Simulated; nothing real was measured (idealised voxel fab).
voxel transistor to metal: a process module
In the cross-section labelled cut, the width is 170 nm and each square cell is 5 nm.
Format of a cross-section: grid, square cells. Given as bands. Order: top down. Band: one or more rows of cells.
A band entry consists of two parts. The first gives the height of the band's top and the height of its bottom, in nm. The rest lists the band's materials from left to right, each with its width in nm. A single material labelled with the word "all across" fills the band from edge to edge, and the word "blank" marks empty space.
We count height from 0. Below that, the starting wafer is all one material. The lowest band never ends at the bottom but goes on down; see "0 -> down" for how that is written.
Width: "30->40" (first number = top row, second number = bottom row, same change from row to row of cells).
Given "nothing different" for a step, no cell of the cross-section differs between before and after that step.
"Closed void inventory" contains a list of empty spaces, each no smaller than 8 cells and without an open way to the top, written in the form width x height at distance with the distance from the left edge and all three in nm.
Past the settings on a step's line: simulator remark, on that step.
overlay nm: where the mask lay relative to plan, measured to the right, on steps with a mask; negatives go left.

## Intended process steps
- 1: RECEIVE [material Si]
- 2: OXIDIZE [depth nm 5]
- 3: CONFORMAL_DEP [material SiN] [thk nm 10]
- 4: PATTERN [tone cover] [mask id ACTIVE] [material resist] [width nm 95] [thk nm 20] [overlay nm 0]
- 5: DIRECTIONAL_ETCH [etch materials SiN] [depth nm 10]
- 6: DIRECTIONAL_ETCH [etch materials SiO2] [depth nm 5]
- 7: DIRECTIONAL_ETCH [etch materials Si] [depth nm 35]
- 8: STRIP [etch materials resist]
- 9: OXIDIZE [depth nm 5]
- 10: FILL_DEP [material SiO2] [thk nm 15]
- 11: CMP [height nm 10]
- 12: SELECTIVE_ETCH [etch materials SiO2] [depth nm 10]
- 13: STRIP [etch materials SiN]
- 14: SELECTIVE_ETCH [etch materials SiO2] [depth nm 5]
- 15: OXIDIZE [depth nm 5]
- 16: DIRECTIONAL_DEP [material polySi] [thk nm 25]
- 17: DIRECTIONAL_DEP [material SiCN] [thk nm 10]
- 18: MASKED_ETCH [tone cover] [mask id GATE] [width nm 25] [etch materials SiCN] [depth nm 20] [overlay nm 0]
- 19: MASKED_ETCH [tone cover] [mask id GATE] [width nm 25] [etch materials polySi] [depth nm 35] [overlay nm 0]
- 20: CONFORMAL_DEP [material SiO2] [thk nm 5]
- 21: DIRECTIONAL_ETCH [etch materials SiO2] [depth nm 5]
- 22: CONFORMAL_DEP [material SiN] [thk nm 10]
- 23: DIRECTIONAL_ETCH [etch materials SiN] [depth nm 10]
- 24: DIRECTIONAL_ETCH [etch materials SiO2] [depth nm 5]
- 25: EPI [material pSi] [thk nm 5]
- 26: FILL_DEP [material SiO2] [thk nm 10]
- 27: CMP [height nm 20]
- 28: STRIP [etch materials polySi]
- 29: SELECTIVE_ETCH [etch materials SiO2] [depth nm 5]
- 30: CONFORMAL_DEP [material HfO2] [thk nm 5]
- 31: CONFORMAL_DEP [material TiN] [thk nm 5]
- 32: FILL_DEP [material W] [thk nm 10]
- 33: CMP [height nm 15]
- 34: DIRECTIONAL_DEP [material SiO2] [thk nm 15]
- 35: MASKED_ETCH [tone open] [mask id CONTACT] [width nm 15] [pitch nm 70] [etch materials SiO2] [depth nm 35] [overlay nm 0]
- 36: CONFORMAL_DEP [material TiN] [thk nm 5]
- 37: FILL_DEP [material W] [thk nm 10]
- 38: CMP [height nm 30]
- 39: CONFORMAL_DEP [material SiN] [thk nm 5]
- 40: DIRECTIONAL_DEP [material lowk] [thk nm 20]
- 41: MASKED_ETCH [tone open] [mask id METAL_1] [width nm 15] [pitch nm 70] [etch materials lowk] [depth nm 20] [overlay nm 0]
- 42: MASKED_ETCH [tone open] [mask id METAL_1] [width nm 15] [pitch nm 70] [etch materials SiN] [depth nm 5] [overlay nm 0]
- 43: CONFORMAL_DEP [material TiN] [thk nm 5]
- 44: FILL_DEP [material W] [thk nm 5]
- 45: CMP [height nm 55]
- 46: EPI [material Ru] [thk nm 5]
- 47: FILL_DEP [material SiCN] [thk nm 5]

## On the first of the two wafers: run conducted according to plan

## Wafer as received: cross-section following step 1
  0 -> down  Si all across
  Closed void inventory: none

## Wafer xsec, post step 2
  0 -> -5  SiO2 all across
  No changes below -5.

## Wafer xsec, post step 3
  10 -> 0  SiN all across
  No changes below 0.

## Wafer xsec, post step 4
  30 -> 10  blank=35; resist=95; blank=40
  No changes below 10.

## Wafer xsec, post step 5
  30 -> 10  blank=35; resist=95; blank=40
  10 -> 0  blank=35; SiN=95; blank=40
  No changes below 0.

## Wafer xsec, post step 6
  30 -> 10  blank=35; resist=95; blank=40
  10 -> 0  blank=35; SiN=95; blank=40
  0 -> -5  blank=35; SiO2=95; blank=40
  No changes below -5.

## Wafer xsec, post step 7
  30 -> 10  blank=35; resist=95; blank=40
  10 -> 0  blank=35; SiN=95; blank=40
  0 -> -5  blank=35; SiO2=95; blank=40
  -5 -> -40  blank=35; Si=95; blank=40
  No changes below -40.

## Wafer xsec, post step 8
  10 -> 0  blank=35; SiN=95; blank=40
  No changes below 0.

## Wafer xsec, post step 9
  10 -> 0  blank=35; SiN=95; blank=40
  0 -> -5  blank=35; SiO2=95; blank=40
  -5 -> -40  blank=35; SiO2=5; Si=85; SiO2=5; blank=40
  -40 -> -45  SiO2=40; Si=85; SiO2=45
  No changes below -45.

## Wafer xsec, post step 10
  25 -> 10  SiO2 all across
  10 -> 0  SiO2=35; SiN=95; SiO2=40
  0 -> -5  SiO2 all across
  -5 -> -45  SiO2=40; Si=85; SiO2=45
  No changes below -45.

## Wafer xsec, post step 11
  10 -> 0  SiO2=35; SiN=95; SiO2=40
  No changes below 0.

## Wafer xsec, post step 12
  10 -> 0  blank=35; SiN=95; blank=40
  No changes below 0.

## Wafer xsec, post step 13
  0 -> -5  SiO2 all across
  No changes below -5.

## Wafer xsec, post step 14
  -5 -> -45  SiO2=40; Si=85; SiO2=45
  No changes below -45.

## Wafer xsec, post step 15
  -5 -> -10  SiO2 all across
  No changes below -10.

## Wafer xsec, post step 16
  20 -> -5  polySi all across
  No changes below -5.

## Wafer xsec, post step 17
  30 -> 20  SiCN all across
  No changes below 20.

## Wafer xsec, post step 18
  30 -> 20  blank=70; SiCN=25; blank=75
  No changes below 20.

## Wafer xsec, post step 19
  30 -> 20  blank=70; SiCN=25; blank=75
  20 -> -5  blank=70; polySi=25; blank=75
  No changes below -5.

## Wafer xsec, post step 20
  35 -> 30  blank=65; SiO2=35; blank=70
  30 -> 20  blank=65; SiO2=5; SiCN=25; SiO2=5; blank=70
  20 -> 0  blank=65; SiO2=5; polySi=25; SiO2=5; blank=70
  0 -> -5  SiO2=70; polySi=25; SiO2=75
  No changes below -5.

## Wafer xsec, post step 21
  30 -> 20  blank=65; SiO2=5; SiCN=25; SiO2=5; blank=70
  20 -> -5  blank=65; SiO2=5; polySi=25; SiO2=5; blank=70
  No changes below -5.

## Wafer xsec, post step 22
  40 -> 30  blank=55; SiN=55; blank=60
  30 -> 20  blank=55; SiN=10; SiO2=5; SiCN=25; SiO2=5; SiN=10; blank=60
  20 -> 5  blank=55; SiN=10; SiO2=5; polySi=25; SiO2=5; SiN=10; blank=60
  5 -> -5  SiN=65; SiO2=5; polySi=25; SiO2=5; SiN=70
  No changes below -5.

## Wafer xsec, post step 23
  30 -> 20  blank=55; SiN=10; SiO2=5; SiCN=25; SiO2=5; SiN=10; blank=60
  20 -> -5  blank=55; SiN=10; SiO2=5; polySi=25; SiO2=5; SiN=10; blank=60
  No changes below -5.

## Wafer xsec, post step 24
  30 -> 25  blank=55; SiN=10; blank=5; SiCN=25; blank=5; SiN=10; blank=60
  25 -> 20  blank=55; SiN=10; SiO2=5; SiCN=25; SiO2=5; SiN=10; blank=60
  20 -> -5  blank=55; SiN=10; SiO2=5; polySi=25; SiO2=5; SiN=10; blank=60
  -5 -> -10  blank=55; SiO2=55; blank=60
  No changes below -10.

## Wafer xsec, post step 25
  30 -> 25  blank=55; SiN=10; blank=5; SiCN=25; blank=5; SiN=10; blank=60
  25 -> 20  blank=55; SiN=10; SiO2=5; SiCN=25; SiO2=5; SiN=10; blank=60
  20 -> -5  blank=55; SiN=10; SiO2=5; polySi=25; SiO2=5; SiN=10; blank=60
  -5 -> -10  blank=35; pSi=20; SiO2=55; pSi=20; blank=40
  No changes below -10.

## Wafer xsec, post step 26
  40 -> 30  SiO2 all across
  30 -> 20  SiO2=55; SiN=10; SiO2=5; SiCN=25; SiO2=5; SiN=10; SiO2=60
  20 -> -5  SiO2=55; SiN=10; SiO2=5; polySi=25; SiO2=5; SiN=10; SiO2=60
  -5 -> -10  SiO2=35; pSi=20; SiO2=55; pSi=20; SiO2=40
  No changes below -10.

## Wafer xsec, post step 27
  20 -> -5  SiO2=55; SiN=10; SiO2=5; polySi=25; SiO2=5; SiN=10; SiO2=60
  No changes below -5.

## Wafer xsec, post step 28
  20 -> -5  SiO2=55; SiN=10; SiO2=5; blank=25; SiO2=5; SiN=10; SiO2=60
  No changes below -5.

## Wafer xsec, post step 29
  20 -> 15  blank=55; SiN=10; blank=35; SiN=10; blank=60
  15 -> -5  SiO2=55; SiN=10; blank=35; SiN=10; SiO2=60
  -5 -> -10  SiO2=35; pSi=20; SiO2=10; blank=35; SiO2=10; pSi=20; SiO2=40
  No changes below -10.

## Wafer xsec, post step 30
  25 -> 20  blank=50; HfO2=20; blank=25; HfO2=20; blank=55
  20 -> 15  HfO2=55; SiN=10; HfO2=5; blank=25; HfO2=5; SiN=10; HfO2=60
  15 -> -5  SiO2=55; SiN=10; HfO2=5; blank=25; HfO2=5; SiN=10; SiO2=60
  -5 -> -10  SiO2=35; pSi=20; SiO2=10; HfO2=35; SiO2=10; pSi=20; SiO2=40
  No changes below -10.

## Wafer xsec, post step 31
  30 -> 25  blank=45; TiN=30; blank=15; TiN=30; blank=50
  25 -> 20  TiN=50; HfO2=20; TiN=5; blank=15; TiN=5; HfO2=20; TiN=55
  20 -> 15  HfO2=55; SiN=10; HfO2=5; TiN=5; blank=15; TiN=5; HfO2=5; SiN=10; HfO2=60
  15 -> 0  SiO2=55; SiN=10; HfO2=5; TiN=5; blank=15; TiN=5; HfO2=5; SiN=10; SiO2=60
  0 -> -5  SiO2=55; SiN=10; HfO2=5; TiN=25; HfO2=5; SiN=10; SiO2=60
  No changes below -5.

## Wafer xsec, post step 32
  40 -> 30  W all across
  30 -> 25  W=45; TiN=30; W=15; TiN=30; W=50
  25 -> 20  TiN=50; HfO2=20; TiN=5; W=15; TiN=5; HfO2=20; TiN=55
  20 -> 15  HfO2=55; SiN=10; HfO2=5; TiN=5; W=15; TiN=5; HfO2=5; SiN=10; HfO2=60
  15 -> 0  SiO2=55; SiN=10; HfO2=5; TiN=5; W=15; TiN=5; HfO2=5; SiN=10; SiO2=60
  No changes below 0.

## Wafer xsec, post step 33
  15 -> 0  SiO2=55; SiN=10; HfO2=5; TiN=5; W=15; TiN=5; HfO2=5; SiN=10; SiO2=60
  No changes below 0.

## Wafer xsec, post step 34
  30 -> 15  SiO2 all across
  No changes below 15.

## Wafer xsec, post step 35
  30 -> 15  SiO2=40; blank=15; SiO2=55; blank=15; SiO2=45
  15 -> 0  SiO2=40; blank=15; SiN=10; HfO2=5; TiN=5; W=15; TiN=5; HfO2=5; SiN=10; blank=15; SiO2=45
  0 -> -5  SiO2=40; blank=15; SiN=10; HfO2=5; TiN=25; HfO2=5; SiN=10; blank=15; SiO2=45
  No changes below -5.

## Wafer xsec, post step 36
  35 -> 30  TiN=45; blank=5; TiN=65; blank=5; TiN=50
  30 -> 15  SiO2=40; TiN=5; blank=5; TiN=5; SiO2=55; TiN=5; blank=5; TiN=5; SiO2=45
  15 -> 0  SiO2=40; TiN=5; blank=5; TiN=5; SiN=10; HfO2=5; TiN=5; W=15; TiN=5; HfO2=5; SiN=10; TiN=5; blank=5; TiN=5; SiO2=45
  0 -> -5  SiO2=40; TiN=15; SiN=10; HfO2=5; TiN=25; HfO2=5; SiN=10; TiN=15; SiO2=45
  No changes below -5.

## Wafer xsec, post step 37
  45 -> 35  W all across
  35 -> 30  TiN=45; W=5; TiN=65; W=5; TiN=50
  30 -> 15  SiO2=40; TiN=5; W=5; TiN=5; SiO2=55; TiN=5; W=5; TiN=5; SiO2=45
  15 -> 0  SiO2=40; TiN=5; W=5; TiN=5; SiN=10; HfO2=5; TiN=5; W=15; TiN=5; HfO2=5; SiN=10; TiN=5; W=5; TiN=5; SiO2=45
  No changes below 0.

## Wafer xsec, post step 38
  30 -> 15  SiO2=40; TiN=5; W=5; TiN=5; SiO2=55; TiN=5; W=5; TiN=5; SiO2=45
  No changes below 15.

## Wafer xsec, post step 39
  35 -> 30  SiN all across
  No changes below 30.

## Wafer xsec, post step 40
  55 -> 35  lowk all across
  No changes below 35.

## Wafer xsec, post step 41
  55 -> 35  lowk=40; blank=15; lowk=55; blank=15; lowk=45
  No changes below 35.

## Wafer xsec, post step 42
  55 -> 35  lowk=40; blank=15; lowk=55; blank=15; lowk=45
  35 -> 30  SiN=40; blank=15; SiN=55; blank=15; SiN=45
  No changes below 30.

## Wafer xsec, post step 43
  60 -> 55  TiN=45; blank=5; TiN=65; blank=5; TiN=50
  55 -> 35  lowk=40; TiN=5; blank=5; TiN=5; lowk=55; TiN=5; blank=5; TiN=5; lowk=45
  35 -> 30  SiN=40; TiN=15; SiN=55; TiN=15; SiN=45
  No changes below 30.

## Wafer xsec, post step 44
  65 -> 60  W all across
  60 -> 55  TiN=45; W=5; TiN=65; W=5; TiN=50
  55 -> 35  lowk=40; TiN=5; W=5; TiN=5; lowk=55; TiN=5; W=5; TiN=5; lowk=45
  No changes below 35.

## Wafer xsec, post step 45
  55 -> 35  lowk=40; TiN=5; W=5; TiN=5; lowk=55; TiN=5; W=5; TiN=5; lowk=45
  No changes below 35.

## Wafer xsec, post step 46
  60 -> 55  blank=35; Ru=25; blank=45; Ru=25; blank=40
  No changes below 55.

## Wafer xsec, post step 47
  65 -> 60  SiCN all across
  60 -> 55  SiCN=35; Ru=25; SiCN=45; Ru=25; SiCN=40
  No changes below 55.

## Second wafer - shared start and plan with the first - one error in running - same as the first up to step 19 inclusive

What the second wafer looks like in cross-section when step 20 should have wrapped up: nothing different

## What the second wafer looks like in cross-section when step 21 should have wrapped up
  30 -> 20  blank=70; SiCN=25; blank=75
  20 -> -5  blank=70; polySi=25; blank=75
  -5 -> -10  blank=70; SiO2=25; blank=75
  No changes below -10.

## What the second wafer looks like in cross-section when step 22 should have wrapped up
  40 -> 30  blank=60; SiN=45; blank=65
  30 -> 20  blank=60; SiN=10; SiCN=25; SiN=10; blank=65
  20 -> 0  blank=60; SiN=10; polySi=25; SiN=10; blank=65
  0 -> -5  SiN=70; polySi=25; SiN=75
  -5 -> -10  SiN=70; SiO2=25; SiN=75
  No changes below -10.

## What the second wafer looks like in cross-section when step 23 should have wrapped up
  30 -> 20  blank=60; SiN=10; SiCN=25; SiN=10; blank=65
  20 -> -5  blank=60; SiN=10; polySi=25; SiN=10; blank=65
  -5 -> -10  blank=60; SiN=10; SiO2=25; SiN=10; blank=65
  No changes below -10.

## What the second wafer looks like in cross-section when step 24 should have wrapped up
  30 -> 20  blank=60; SiN=10; SiCN=25; SiN=10; blank=65
  20 -> -5  blank=60; SiN=10; polySi=25; SiN=10; blank=65
  -5 -> -10  blank=60; SiN=10; SiO2=25; SiN=10; blank=65
  -10 -> -15  blank=40; Si=85; blank=45
  No changes below -15.

## What the second wafer looks like in cross-section when step 25 should have wrapped up
  30 -> 20  blank=60; SiN=10; SiCN=25; SiN=10; blank=65
  20 -> -5  blank=60; SiN=10; polySi=25; SiN=10; blank=65
  -5 -> -10  blank=35; pSi=25; SiN=10; SiO2=25; SiN=10; pSi=25; blank=40
  -10 -> -15  blank=35; pSi=5; Si=85; pSi=5; blank=40
  No changes below -15.

## What the second wafer looks like in cross-section when step 26 should have wrapped up
  40 -> 30  SiO2 all across
  30 -> 20  SiO2=60; SiN=10; SiCN=25; SiN=10; SiO2=65
  20 -> -5  SiO2=60; SiN=10; polySi=25; SiN=10; SiO2=65
  -5 -> -10  SiO2=35; pSi=25; SiN=10; SiO2=25; SiN=10; pSi=25; SiO2=40
  -10 -> -15  SiO2=35; pSi=5; Si=85; pSi=5; SiO2=40
  No changes below -15.

## What the second wafer looks like in cross-section when step 27 should have wrapped up
  20 -> -5  SiO2=60; SiN=10; polySi=25; SiN=10; SiO2=65
  No changes below -5.

## What the second wafer looks like in cross-section when step 28 should have wrapped up
  20 -> -5  SiO2=60; SiN=10; blank=25; SiN=10; SiO2=65
  No changes below -5.

## What the second wafer looks like in cross-section when step 29 should have wrapped up
  20 -> 15  blank=60; SiN=10; blank=25; SiN=10; blank=65
  15 -> -5  SiO2=60; SiN=10; blank=25; SiN=10; SiO2=65
  -5 -> -10  SiO2=35; pSi=25; SiN=10; blank=25; SiN=10; pSi=25; SiO2=40
  No changes below -10.

## What the second wafer looks like in cross-section when step 30 should have wrapped up
  25 -> 20  blank=55; HfO2=20; blank=15; HfO2=20; blank=60
  20 -> 15  HfO2=60; SiN=10; HfO2=5; blank=15; HfO2=5; SiN=10; HfO2=65
  15 -> -5  SiO2=60; SiN=10; HfO2=5; blank=15; HfO2=5; SiN=10; SiO2=65
  -5 -> -10  SiO2=35; pSi=25; SiN=10; HfO2=25; SiN=10; pSi=25; SiO2=40
  No changes below -10.

## What the second wafer looks like in cross-section when step 31 should have wrapped up
  30 -> 25  blank=50; TiN=30; blank=5; TiN=30; blank=55
  25 -> 20  TiN=55; HfO2=20; TiN=5; blank=5; TiN=5; HfO2=20; TiN=60
  20 -> 15  HfO2=60; SiN=10; HfO2=5; TiN=5; blank=5; TiN=5; HfO2=5; SiN=10; HfO2=65
  15 -> 0  SiO2=60; SiN=10; HfO2=5; TiN=5; blank=5; TiN=5; HfO2=5; SiN=10; SiO2=65
  0 -> -5  SiO2=60; SiN=10; HfO2=5; TiN=15; HfO2=5; SiN=10; SiO2=65
  No changes below -5.

## What the second wafer looks like in cross-section when step 32 should have wrapped up
  40 -> 30  W all across
  30 -> 25  W=50; TiN=30; W=5; TiN=30; W=55
  25 -> 20  TiN=55; HfO2=20; TiN=5; W=5; TiN=5; HfO2=20; TiN=60
  20 -> 15  HfO2=60; SiN=10; HfO2=5; TiN=5; W=5; TiN=5; HfO2=5; SiN=10; HfO2=65
  15 -> 0  SiO2=60; SiN=10; HfO2=5; TiN=5; W=5; TiN=5; HfO2=5; SiN=10; SiO2=65
  No changes below 0.

## What the second wafer looks like in cross-section when step 33 should have wrapped up
  15 -> 0  SiO2=60; SiN=10; HfO2=5; TiN=5; W=5; TiN=5; HfO2=5; SiN=10; SiO2=65
  No changes below 0.

## What the second wafer looks like in cross-section when step 34 should have wrapped up
  30 -> 15  SiO2 all across
  No changes below 15.

## What the second wafer looks like in cross-section when step 35 should have wrapped up
  30 -> 15  SiO2=40; blank=15; SiO2=55; blank=15; SiO2=45
  15 -> 0  SiO2=40; blank=15; SiO2=5; SiN=10; HfO2=5; TiN=5; W=5; TiN=5; HfO2=5; SiN=10; SiO2=5; blank=15; SiO2=45
  0 -> -5  SiO2=40; blank=15; SiO2=5; SiN=10; HfO2=5; TiN=15; HfO2=5; SiN=10; SiO2=5; blank=15; SiO2=45
  No changes below -5.

## What the second wafer looks like in cross-section when step 36 should have wrapped up
  35 -> 30  TiN=45; blank=5; TiN=65; blank=5; TiN=50
  30 -> 15  SiO2=40; TiN=5; blank=5; TiN=5; SiO2=55; TiN=5; blank=5; TiN=5; SiO2=45
  15 -> 0  SiO2=40; TiN=5; blank=5; TiN=5; SiO2=5; SiN=10; HfO2=5; TiN=5; W=5; TiN=5; HfO2=5; SiN=10; SiO2=5; TiN=5; blank=5; TiN=5; SiO2=45
  0 -> -5  SiO2=40; TiN=15; SiO2=5; SiN=10; HfO2=5; TiN=15; HfO2=5; SiN=10; SiO2=5; TiN=15; SiO2=45
  No changes below -5.

## What the second wafer looks like in cross-section when step 37 should have wrapped up
  45 -> 35  W all across
  35 -> 30  TiN=45; W=5; TiN=65; W=5; TiN=50
  30 -> 15  SiO2=40; TiN=5; W=5; TiN=5; SiO2=55; TiN=5; W=5; TiN=5; SiO2=45
  15 -> 0  SiO2=40; TiN=5; W=5; TiN=5; SiO2=5; SiN=10; HfO2=5; TiN=5; W=5; TiN=5; HfO2=5; SiN=10; SiO2=5; TiN=5; W=5; TiN=5; SiO2=45
  No changes below 0.

## What the second wafer looks like in cross-section when step 38 should have wrapped up
  30 -> 15  SiO2=40; TiN=5; W=5; TiN=5; SiO2=55; TiN=5; W=5; TiN=5; SiO2=45
  No changes below 15.

## What the second wafer looks like in cross-section when step 39 should have wrapped up
  35 -> 30  SiN all across
  No changes below 30.

## What the second wafer looks like in cross-section when step 40 should have wrapped up
  55 -> 35  lowk all across
  No changes below 35.

## What the second wafer looks like in cross-section when step 41 should have wrapped up
  55 -> 35  lowk=40; blank=15; lowk=55; blank=15; lowk=45
  No changes below 35.

## What the second wafer looks like in cross-section when step 42 should have wrapped up
  55 -> 35  lowk=40; blank=15; lowk=55; blank=15; lowk=45
  35 -> 30  SiN=40; blank=15; SiN=55; blank=15; SiN=45
  No changes below 30.

## What the second wafer looks like in cross-section when step 43 should have wrapped up
  60 -> 55  TiN=45; blank=5; TiN=65; blank=5; TiN=50
  55 -> 35  lowk=40; TiN=5; blank=5; TiN=5; lowk=55; TiN=5; blank=5; TiN=5; lowk=45
  35 -> 30  SiN=40; TiN=15; SiN=55; TiN=15; SiN=45
  No changes below 30.

## What the second wafer looks like in cross-section when step 44 should have wrapped up
  65 -> 60  W all across
  60 -> 55  TiN=45; W=5; TiN=65; W=5; TiN=50
  55 -> 35  lowk=40; TiN=5; W=5; TiN=5; lowk=55; TiN=5; W=5; TiN=5; lowk=45
  No changes below 35.

## What the second wafer looks like in cross-section when step 45 should have wrapped up
  55 -> 35  lowk=40; TiN=5; W=5; TiN=5; lowk=55; TiN=5; W=5; TiN=5; lowk=45
  No changes below 35.

## What the second wafer looks like in cross-section when step 46 should have wrapped up
  60 -> 55  blank=35; Ru=25; blank=45; Ru=25; blank=40
  No changes below 55.

## What the second wafer looks like in cross-section when step 47 should have wrapped up
  65 -> 60  SiCN all across
  60 -> 55  SiCN=35; Ru=25; SiCN=45; Ru=25; SiCN=40
  No changes below 55.
Against the plan, the run slipped here: step 20 from the plan never happened, it was just skipped
FYI, end of process, the second wafer has more or fewer cells of some materials than the first: HfO2: 2 fewer, SiN: 4 more, SiO2: 2 more, TiN: 2 fewer, W: 6 fewer, pSi: 4 more
